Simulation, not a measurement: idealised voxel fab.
process module | voxel ribs on slabs
cross-section cut | 265 nm wide | cells 5 nm
A cross-section is a grid of square cells, given in bands from the top down. A band is one or more rows of cells.
Each band's line starts with the height of the band's top and of its bottom, in nm. Then come its materials from left to right, each with its width in nm. One material with "throughout" fills the band from edge to edge. "air" is empty space.
Height 0 is the level under which the wafer as received is all one material. The lowest band goes on downwards, as in "0 down".
A width such as "30 to 40" changes by the same amount from each row of cells to the next, from the band's top row to its bottom row.
"no change" after a step means that no cell of the cross-section changed.
closed voids: empty space of 8 cells or more with no open way to the top, each as width x height at its distance from the left edge, in nm
after a step's settings: what the simulator itself notes on the step
overlay nm, on a step with a mask: how far to the right of its planned place the mask lay; to the left if negative
plan
1 op RECEIVE | material Si
2 op DIRECTIONAL_DEP | material SiO2 | thk nm 30
3 op DIRECTIONAL_DEP | material polySi | thk nm 20
4 op DIRECTIONAL_DEP | material aC | thk nm 10
5 op PATTERN | tone cover | mask id RIB | material resist | width nm 25 | thk nm 25 | overlay nm 0
6 op DIRECTIONAL_ETCH | etch materials aC | depth nm 10
7 op STRIP | etch materials resist
8 op DIRECTIONAL_ETCH | etch materials polySi | depth nm 10
9 op STRIP | etch materials aC
10 op MASKED_ETCH | tone cover | mask id SLAB | width nm 85 | etch materials polySi | depth nm 10 | overlay nm 0
11 op FILL_DEP | material SiO2 | thk nm 30
12 op CMP | height nm 70
13 op DIRECTIONAL_DEP | material TiN | thk nm 5
14 op DIRECTIONAL_DEP | material aC | thk nm 10
15 op PATTERN | tone cover | mask id HEATER | material resist | width nm 35 | thk nm 30 | overlay nm 0
16 op DIRECTIONAL_ETCH | etch materials aC | depth nm 10
17 op STRIP | etch materials resist
18 op DIRECTIONAL_ETCH | etch materials TiN | depth nm 5
19 op STRIP | etch materials aC
20 op CONFORMAL_DEP | material SiN | thk nm 5
as received, after step 1
  0 down: Si throughout
  closed voids: none
first wafer at the end, as planned
  80 to 75: air 110 | SiN 45 | air 110
  75 to 70: SiN 115 | TiN 35 | SiN 115
  70 to 50: SiO2 throughout
  50 to 40: SiO2 120 | polySi 25 | SiO2 120
  40 to 30: SiO2 90 | polySi 85 | SiO2 90
  30 to 0: SiO2 throughout
  0 down: Si throughout
  closed voids: none
second wafer at the end: like start, like plan, one mistake
  80 to 75: air 110 | SiN 45 | air 110
  75 to 70: SiN 115 | TiN 35 | SiN 115
  70 to 60: SiO2 120 | polySi 25 | SiO2 120
  60 to 50: SiO2 90 | polySi 85 | SiO2 90
  50 to 30: polySi throughout
  30 to 0: SiO2 throughout
  0 down: Si throughout
  closed voids: none
what went wrong: step 3 was run twice
at the end the second wafer has, in cells: 212 fewer of SiO2 | 212 more of polySi
